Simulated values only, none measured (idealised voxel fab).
Proc. module: voxel wiring stack
Section shown: cut. Width: 160 nm. Cell size: 5 nm, square.
In what follows, cross-sections appear as grids of square cells, described through bands that run from the top down, where every band is one or more rows of cells. Look at the band entry: it leads with the top's height and the bottom's height in nm. Then it lists the materials left to right, with a width in nm for each. The word "throughout" on a single material says that material fills the band edge to edge. The word "blank" is empty space. Note: height 0 marks the level under which the wafer is uniformly one material as received. Lowest band unbounded below, written "from 0 down". Graded width ("30 to 40"): value in top row of band = first number; value in bottom row = second number; row-to-row change constant. "no change occurred" after a step means that no cell of the cross-section changed. Entry "closed voids" = empty spaces >= 8 cells with no open way to the top; each as width x height at distance, distance from left edge, all nm. On each step's line, the part that comes after the settings is the simulator's own comment on the step. "overlay nm" denotes, for a step that has a mask, the displacement of the mask to the right of its planned place, with negative values corresponding to the left.

List of planned process steps:
1,RECEIVE (material Si)
2,CONFORMAL_DEP (material SiO2; thk nm 15)
3,CONFORMAL_DEP (material SiCN; thk nm 5)
4,DIRECTIONAL_DEP (material SiO2; thk nm 15)
5,PATTERN (tone open; mask id METAL_1; material resist; width nm 20; pitch nm 35; thk nm 15; overlay nm 0)
6,DIRECTIONAL_ETCH (etch materials SiO2; depth nm 15)
7,DIRECTIONAL_ETCH (etch materials SiCN; depth nm 5)
8,STRIP (etch materials resist)
9,CONFORMAL_DEP (material TiN; thk nm 5)
10,FILL_DEP (material Ru; thk nm 5)
11,CMP (height nm 35)
12,EPI (material Ru; thk nm 5)
13,FILL_DEP (material SiCN; thk nm 5)
14,DIRECTIONAL_DEP (material lowk; thk nm 30)
15,DIRECTIONAL_DEP (material aC; thk nm 15)
16,PATTERN (tone open; mask id METAL_2_HOLES; material resist; width nm 15; pitch nm 35; thk nm 30; overlay nm 0)
17,DIRECTIONAL_ETCH (etch materials aC; depth nm 15)
18,STRIP (etch materials resist)
19,DIRECTIONAL_ETCH (etch materials lowk; depth nm 30)
20,STRIP (etch materials aC)
21,MASKED_ETCH (tone open; mask id METAL_2; width nm 20; pitch nm 35; etch materials lowk; depth nm 20; overlay nm 0)
22,MASKED_ETCH (tone open; mask id METAL_2; width nm 20; pitch nm 35; etch materials SiCN; depth nm 5; overlay nm 0)
23,CONFORMAL_DEP (material TiN; thk nm 5)
24,FILL_DEP (material Cu; thk nm 10)
25,CMP (height nm 75)
26,CONFORMAL_DEP (material SiN; thk nm 5)

Received-state cross-section, reflecting completion of step 1:
* from 0 down = Si throughout
* closed voids: none

What the wafer looks like in cross-section after this module, when it starts as shown above and follows the plan above but one mistake is made in running it:
* from 80 to 75 = SiN throughout
* from 75 to 70 = SiCN 50 / TiN 20 / SiCN 15 / TiN 20 / SiCN 55
* from 70 to 65 = SiCN 45 / lowk 30 / SiCN 5 / lowk 30 / SiCN 50
* from 65 to 40 = lowk throughout
* from 40 to 35 = lowk 45 / Ru 30 / lowk 5 / Ru 30 / lowk 50
* from 35 to 20 = SiO2 50 / TiN 5 / Ru 10 / TiN 5 / SiO2 15 / TiN 5 / Ru 10 / TiN 5 / SiO2 55
* from 20 to 15 = SiCN 50 / TiN 20 / SiCN 15 / TiN 20 / SiCN 55
* from 15 to 0 = SiO2 throughout
* from 0 down = Si throughout
* closed voids: none
Want to know what went wrong? sequence error: steps 13 and 14 interchanged
